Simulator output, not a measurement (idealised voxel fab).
process module | voxel double patterning
cross-section cut | 275 nm wide | cells 5 nm
A cross-section is a grid of square cells, given in bands from the top down. A band is one or more rows of cells.
Each band's line starts with the height of the band's top and of its bottom, in nm. Then come its materials from left to right, each with its width in nm. One material with "throughout" fills the band from edge to edge. "air" is empty space.
Height 0 is the level under which the wafer as received is all one material. The lowest band goes on downwards, as in "0 down".
A width such as "30 to 40" changes by the same amount from each row of cells to the next, from the band's top row to its bottom row.
"no change" after a step means that no cell of the cross-section changed.
closed voids: empty space of 8 cells or more with no open way to the top, each as width x height at its distance from the left edge, in nm
after a step's settings: what the simulator itself notes on the step
overlay nm, on a step with a mask: how far to the right of its planned place the mask lay; to the left if negative
plan
1 op RECEIVE | material Si
2 op CONFORMAL_DEP | material SiO2 | thk nm 10
3 op DIRECTIONAL_DEP | material W | thk nm 15
4 op DIRECTIONAL_DEP | material SiCN | thk nm 5
5 op PATTERN | tone open | mask id FIRST | material resist | width nm 15 | pitch nm 50 | thk nm 15 | overlay nm 0
6 op DIRECTIONAL_ETCH | etch materials SiCN | depth nm 5
7 op STRIP | etch materials resist
8 op PATTERN | tone open | mask id SECOND | material resist | width nm 15 | pitch nm 50 | thk nm 15 | overlay nm 0
9 op DIRECTIONAL_ETCH | etch materials SiCN | depth nm 5
10 op STRIP | etch materials resist
11 op DIRECTIONAL_ETCH | etch materials W | depth nm 15
12 op STRIP | etch materials SiCN
as received, after step 1
  0 down: Si throughout
  closed voids: none
a wafer at the end: this start, this plan, one mistake
  40 to 25: W 80 | air 15 | W 10 | air 15 | W 10 | air 15 | W 10 | air 15 | W 10 | air 15 | W 80
  25 to 10: W throughout
  10 to 0: SiO2 throughout
  0 down: Si throughout
  closed voids: none
what went wrong: step 3 was run twice
